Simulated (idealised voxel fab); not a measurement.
The document below concerns the process module designated voxel spacer lines.
The width of the displayed cross-section, cut, is 155 nm; its cells are square, with a size of 5 nm.
Cross-section format: a grid of square cells, given as bands from top to bottom; each band is one or more rows of cells. What a band's entry tells you: where the top is and where the bottom is, as heights in nm, and after that what lies inside, material by material from left to right, each with its width in nm. Empty space is written as the word "empty", and a single material marked with the word "throughout" occupies the band from edge to edge. Heads up on the height convention: 0 is the point under which the incoming wafer is all one material, and the lowest band has no bottom, it just keeps going down, like "0..down". The width entry "30->40" should be interpreted row by row: the top row of cells in the band takes the first number, the bottom row takes the second number, and the change between adjacent rows is uniform throughout. Key: "no modifications" - step with no changed cell in the cross-section. Empty spaces counting at least 8 cells and having no open way to the top are listed in "Fully closed voids". The notation width x height at distance is used for each, the distance being from the left edge and all three values in nm. The remark found on a step's line after its settings is issued by the simulator itself and pertains to that step. overlay nm: step with mask; distance mask lay right of planned place; negative value = left of planned place.

Planned process steps
step 1: RECEIVE | material Si
step 2: CONFORMAL_DEP | material Al2O3 | thk nm 5
step 3: DIRECTIONAL_DEP | material SiN | thk nm 10
step 4: DIRECTIONAL_DEP | material polySi | thk nm 20
step 5: PATTERN | tone cover | mask id MANDREL | material resist | width nm 25 | pitch nm 70 | thk nm 25 | overlay nm 0
step 6: DIRECTIONAL_ETCH | etch materials polySi | depth nm 10
step 7: STRIP | etch materials resist
step 8: CONFORMAL_DEP | material SiO2 | thk nm 10
step 9: DIRECTIONAL_ETCH | etch materials SiO2 | depth nm 10
step 10: STRIP | etch materials polySi
step 11: DIRECTIONAL_ETCH | etch materials SiN | depth nm 10
step 12: STRIP | etch materials SiO2
The value of depth nm given for step 6 in the plan refers to the first wafer; the wafers vary in this setting and are alike at the start.

First wafer as received, after step 1
0..down = Si throughout
Fully closed voids: none

End-of-module cross-section, first of several wafers, after last step 12
5..0 = Al2O3 throughout
0..down = Si throughout
Fully closed voids: none

Module end, final wafer: cross-section
15..5 = empty=20 / SiN=10 / empty=25 / SiN=10 / empty=25 / SiN=10 / empty=25 / SiN=10 / empty=20
5..0 = Al2O3 throughout
0..down = Si throughout
Fully closed voids: none

For your reference, the table is organized with a row per wafer; each row reflects the wafer at the end of the module, indicating for each material the cells gained (+) or lost (-) since receipt, and thereafter its closed voids
depth nm 10 | +31 Al2O3 | Fully closed voids: none
depth nm 15 | +31 Al2O3 | Fully closed voids: none
depth nm 20 | +31 Al2O3 | +16 SiN | Fully closed voids: none
depth nm 25 | +31 Al2O3 | +16 SiN | Fully closed voids: none
depth nm 30 | +31 Al2O3 | +16 SiN | Fully closed voids: none
depth nm 35 | +31 Al2O3 | +16 SiN | Fully closed voids: none
